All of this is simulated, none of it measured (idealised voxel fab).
A process module follows: voxel trench capacitor.
Square cell edge 5 nm, section width 250 nm, ID cut.
Think of the cross-section as a grid of square cells. We describe it in bands, top to bottom, and each band covers one or more rows of those cells.
Band: top height; bottom height; in nm. Then, left to right: material with width in nm, for each material. "throughout": a single material spanning edge to edge. "air": empty space.
For the purposes of this specification, 0 denotes the height below which the wafer in its as-received condition is composed wholly of one material, and the lowermost band, lacking a lower limit, extends downward without end, as expressed in "top 0, no bottom".
Note: "30->40" means the width goes from the first number (top row of the band) to the second number (bottom row) in equal steps per row of cells.
"all unchanged" (step): cross-section cells unchanged, all of them.
Empty spaces without an open route to the top, at least 8 cells in extent, make up the entry "Enclosed internal cavities"; each is given as width x height at distance, where the distance is measured from the left edge, and all are in nm.
Note: text after step settings on the step line = simulator remark on that step.
Regarding "overlay nm": on a step with a mask, it is the distance the mask lay to the right of its planned place; a negative value places it to the left.
# Set out below are the planned steps of the process
1: RECEIVE, material Si
2: CONFORMAL_DEP, material SiN, thk nm 10
3: PATTERN, tone open, mask id TRENCH, material resist, width nm 20, pitch nm 40, thk nm 20, overlay nm 0
4: DIRECTIONAL_ETCH, etch materials SiN, depth nm 10
5: DIRECTIONAL_ETCH, etch materials Si, depth nm 35
6: STRIP, etch materials resist
7: CONFORMAL_DEP, material Al2O3, thk nm 5
8: FILL_DEP, material polySi, thk nm 5
9: CMP, height nm 10
# Cross-section of the wafer at receipt, which is the condition after step 1
	top 0, no bottom  Si throughout
	Enclosed internal cavities: none
# Same starting wafer, same plan as above, one mistake in the execution; this is the cross-section at the end of the module
	top 10, bottom 0  95 SiN | 5 Al2O3 | 10 polySi | 5 Al2O3 | 20 SiN | 5 Al2O3 | 10 polySi | 5 Al2O3 | 95 SiN
	top 0, bottom -65  95 Si | 5 Al2O3 | 10 polySi | 5 Al2O3 | 20 Si | 5 Al2O3 | 10 polySi | 5 Al2O3 | 95 Si
	top -65, bottom -70  95 Si | 20 Al2O3 | 20 Si | 20 Al2O3 | 95 Si
	top -70, no bottom  Si throughout
	Enclosed internal cavities: none
Short version of what went wrong: step 5 of the plan was twice carried out
